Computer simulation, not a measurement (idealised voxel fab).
Proc. module: voxel transistor to metal
The width of the displayed cross-section, cut, is 145 nm; its cells are square, with a size of 5 nm.
The cross-sections in this document take the form of a grid made of square cells. They are written out as bands, in order from top to bottom. Each band consists of one or more rows of cells. What a band's entry tells you: where the top is and where the bottom is, as heights in nm, and after that what lies inside, material by material from left to right, each with its width in nm. Empty space is written as the word "blank", and a single material marked with the word "all across" occupies the band from edge to edge. All heights in this document are referenced to 0, defined as the level beneath which the wafer, as received, consists entirely of one material. The lowest band is not bounded below; it extends indefinitely downward and is written in the form "0 -> down". The expression "30 to 40" gives the width at the extremes of the band, the first number at its top row of cells and the second at its bottom row, with the width changing by equal amounts from each row to the next in between. The designation "nothing different", where it is given for a processing step, indicates that no cell of the cross-section was altered in the course of that step. Entry "Enclosed voids" = empty spaces >= 8 cells with no open way to the top; each as width x height at distance, distance from left edge, all nm. On each step's line, the part that comes after the settings is the simulator's own comment on the step. overlay nm: for a step with a mask, the amount by which the mask lay right of where it was planned; a negative amount means left of it.
## So here's the lineup of process steps we planned
1,RECEIVE (material Si)
2,OXIDIZE (depth nm 5)
3,CONFORMAL_DEP (material SiN; thk nm 10)
4,MASKED_ETCH (tone cover; mask id ACTIVE; width nm 95; etch materials SiN; depth nm 10; overlay nm 0)
5,MASKED_ETCH (tone cover; mask id ACTIVE; width nm 95; etch materials SiO2; depth nm 5; overlay nm 0)
6,MASKED_ETCH (tone cover; mask id ACTIVE; width nm 95; etch materials Si; depth nm 20; overlay nm 0)
7,FILL_DEP (material SiO2; thk nm 10)
8,CMP (height nm 10)
9,SELECTIVE_ETCH (etch materials SiO2; depth nm 5)
10,STRIP (etch materials SiN)
11,SELECTIVE_ETCH (etch materials SiO2; depth nm 5)
12,OXIDIZE (depth nm 5)
13,DIRECTIONAL_DEP (material polySi; thk nm 25)
14,DIRECTIONAL_DEP (material SiCN; thk nm 10)
15,MASKED_ETCH (tone cover; mask id GATE; width nm 25; etch materials SiCN; depth nm 20; overlay nm 0)
16,MASKED_ETCH (tone cover; mask id GATE; width nm 25; etch materials polySi; depth nm 35; overlay nm 0)
17,CONFORMAL_DEP (material SiN; thk nm 10)
18,DIRECTIONAL_ETCH (etch materials SiN; depth nm 10)
19,DIRECTIONAL_ETCH (etch materials SiO2; depth nm 5)
20,DIRECTIONAL_ETCH (etch materials Si; depth nm 15)
21,EPI (material SiGe; thk nm 20)
22,FILL_DEP (material SiO2; thk nm 10)
23,CMP (height nm 30)
24,DIRECTIONAL_DEP (material SiO2; thk nm 15)
25,DIRECTIONAL_DEP (material aC; thk nm 15)
26,PATTERN (tone open; mask id CONTACT; material resist; width nm 25; pitch nm 60; thk nm 30; overlay nm 0)
27,DIRECTIONAL_ETCH (etch materials aC; depth nm 15)
28,STRIP (etch materials resist)
29,DIRECTIONAL_ETCH (etch materials SiO2; depth nm 35)
30,STRIP (etch materials aC)
31,CONFORMAL_DEP (material TiN; thk nm 5)
32,FILL_DEP (material Ru; thk nm 5)
33,CMP (height nm 45)
34,CONFORMAL_DEP (material SiN; thk nm 5)
35,DIRECTIONAL_DEP (material SiO2; thk nm 20)
36,PATTERN (tone open; mask id METAL_1; material resist; width nm 15; pitch nm 70; thk nm 15; overlay nm 0)
37,DIRECTIONAL_ETCH (etch materials SiO2; depth nm 20)
38,DIRECTIONAL_ETCH (etch materials SiN; depth nm 5)
39,STRIP (etch materials resist)
40,CONFORMAL_DEP (material TiN; thk nm 5)
41,FILL_DEP (material W; thk nm 5)
42,CMP (height nm 70)
43,CONFORMAL_DEP (material SiCN; thk nm 5)
## Shown in cross-section is the wafer as received, that is, as it stands after step 1
> 0 -> down | Si all across
> Enclosed voids: none
## Wafer at module end, in section. Began as above, planned as above, run with one mistake
> 75 -> 70 | SiCN all across
> 70 -> 50 | 30 of SiO2 / 5 of TiN / 5 of W / 5 of TiN / 55 of SiO2 / 5 of TiN / 5 of W / 5 of TiN / 30 of SiO2
> 50 -> 45 | 30 of SiN / 15 of TiN / 55 of SiN / 15 of TiN / 30 of SiN
> 45 -> 35 | 30 of SiO2 / 5 of TiN / 15 of Ru / 5 of TiN / 35 of SiO2 / 5 of TiN / 15 of Ru / 5 of TiN / 30 of SiO2
> 35 -> 30 | 30 of SiO2 / 5 of TiN / 10 of Ru / 10 of TiN / 35 of SiO2 / 10 of TiN / 10 of Ru / 5 of TiN / 30 of SiO2
> 30 -> 20 | 30 of SiO2 / 5 of TiN / 10 of Ru / 5 of TiN / 10 of SiN / 25 of SiCN / 10 of SiN / 5 of TiN / 10 of Ru / 5 of TiN / 30 of SiO2
> 20 -> 15 | 30 of SiO2 / 5 of TiN / 10 of Ru / 5 of TiN / 10 of SiN / 25 of polySi / 10 of SiN / 5 of TiN / 10 of Ru / 5 of TiN / 30 of SiO2
> 15 -> 10 | 30 of SiO2 / 20 of TiN / 10 of SiN / 25 of polySi / 10 of SiN / 20 of TiN / 30 of SiO2
> 10 -> 0 | 20 of SiO2 / 30 of SiGe / 10 of SiN / 25 of polySi / 10 of SiN / 30 of SiGe / 20 of SiO2
> 0 -> -5 | 20 of SiO2 / 10 of SiN / 20 of SiGe / 10 of SiN / 25 of polySi / 10 of SiN / 20 of SiGe / 10 of SiN / 20 of SiO2
> -5 -> -10 | 30 of SiO2 / 20 of SiGe / 45 of SiO2 / 20 of SiGe / 30 of SiO2
> -10 -> -25 | 25 of SiO2 / 5 of Si / 20 of SiGe / 45 of Si / 20 of SiGe / 5 of Si / 25 of SiO2
> -25 -> -40 | 30 of Si / 20 of SiGe / 45 of Si / 20 of SiGe / 30 of Si
> -40 -> down | Si all across
> Enclosed voids: none
The plan and the run diverged here: step 20, plan: ran twice
